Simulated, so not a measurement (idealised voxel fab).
process module | voxel self aligned vias
cross-section cut | 185 nm wide | cells 5 nm
A cross-section is a grid of square cells, given in bands from the top down. A band is one or more rows of cells.
Each band's line starts with the height of the band's top and of its bottom, in nm. Then come its materials from left to right, each with its width in nm. One material with "throughout" fills the band from edge to edge. "air" is empty space.
Height 0 is the level under which the wafer as received is all one material. The lowest band goes on downwards, as in "0 down".
A width such as "30 to 40" changes by the same amount from each row of cells to the next, from the band's top row to its bottom row.
"no change" after a step means that no cell of the cross-section changed.
closed voids: empty space of 8 cells or more with no open way to the top, each as width x height at its distance from the left edge, in nm
after a step's settings: what the simulator itself notes on the step
overlay nm, on a step with a mask: how far to the right of its planned place the mask lay; to the left if negative
plan
1 op RECEIVE | material Si
2 op CONFORMAL_DEP | material SiO2 | thk nm 10
3 op CONFORMAL_DEP | material SiCN | thk nm 5
4 op DIRECTIONAL_DEP | material SiO2 | thk nm 25
5 op PATTERN | tone open | mask id LINES | material resist | width nm 25 | pitch nm 55 | thk nm 20 | overlay nm 0
6 op DIRECTIONAL_ETCH | etch materials SiO2 | depth nm 25
7 op STRIP | etch materials resist
8 op CONFORMAL_DEP | material TiN | thk nm 5
9 op FILL_DEP | material Ru | thk nm 5
10 op CMP | height nm 40
11 op SELECTIVE_ETCH | etch materials W Ru TiN | depth nm 5
12 op FILL_DEP | material SiN | thk nm 5
13 op CMP | height nm 40
14 op DIRECTIONAL_DEP | material SiO2 | thk nm 15
15 op DIRECTIONAL_DEP | material aC | thk nm 10
16 op PATTERN | tone open | mask id VIAS | material resist | width nm 35 | thk nm 30 | overlay nm 0
17 op DIRECTIONAL_ETCH | etch materials aC | depth nm 10
18 op STRIP | etch materials resist
19 op DIRECTIONAL_ETCH | etch materials SiO2 | depth nm 15
20 op DIRECTIONAL_ETCH | etch materials SiN | depth nm 5
21 op STRIP | etch materials aC
22 op CONFORMAL_DEP | material TiN | thk nm 5
23 op FILL_DEP | material Cu | thk nm 5
24 op CMP | height nm 55
25 op CONFORMAL_DEP | material SiN | thk nm 5
as received, after step 1
  0 down: Si throughout
  closed voids: none
first wafer at the end, as planned
  60 to 55: SiN throughout
  55 to 45: SiO2 45 | TiN 5 | Cu 25 | TiN 5 | SiO2 105
  45 to 40: SiO2 45 | TiN 10 | Cu 15 | TiN 10 | SiO2 105
  40 to 35: SiO2 50 | TiN 25 | SiO2 30 | SiN 25 | SiO2 55
  35 to 20: SiO2 50 | TiN 5 | Ru 15 | TiN 5 | SiO2 30 | TiN 5 | Ru 15 | TiN 5 | SiO2 55
  20 to 15: SiO2 50 | TiN 25 | SiO2 30 | TiN 25 | SiO2 55
  15 to 10: SiCN throughout
  10 to 0: SiO2 throughout
  0 down: Si throughout
  closed voids: none
second wafer at the end: like start, like plan, one mistake
  60 to 55: SiN throughout
  55 to 45: SiO2 45 | TiN 5 | Cu 25 | TiN 5 | SiO2 105
  45 to 40: SiO2 45 | TiN 20 | Cu 10 | TiN 5 | SiO2 105
  40 to 35: SiO2 60 | TiN 20 | SiN 5 | SiO2 30 | SiN 25 | SiO2 45
  35 to 20: SiO2 60 | TiN 5 | Ru 15 | TiN 5 | SiO2 30 | TiN 5 | Ru 15 | TiN 5 | SiO2 45
  20 to 15: SiO2 60 | TiN 25 | SiO2 30 | TiN 25 | SiO2 45
  15 to 10: SiCN throughout
  10 to 0: SiO2 throughout
  0 down: Si throughout
  closed voids: none
what went wrong: step 5 ran as: op PATTERN | tone open | mask id LINES | material resist | width nm 25 | pitch nm 55 | thk nm 20 | overlay nm 10
at the end the second wafer has, in cells: 1 fewer of Cu | 1 more of SiN
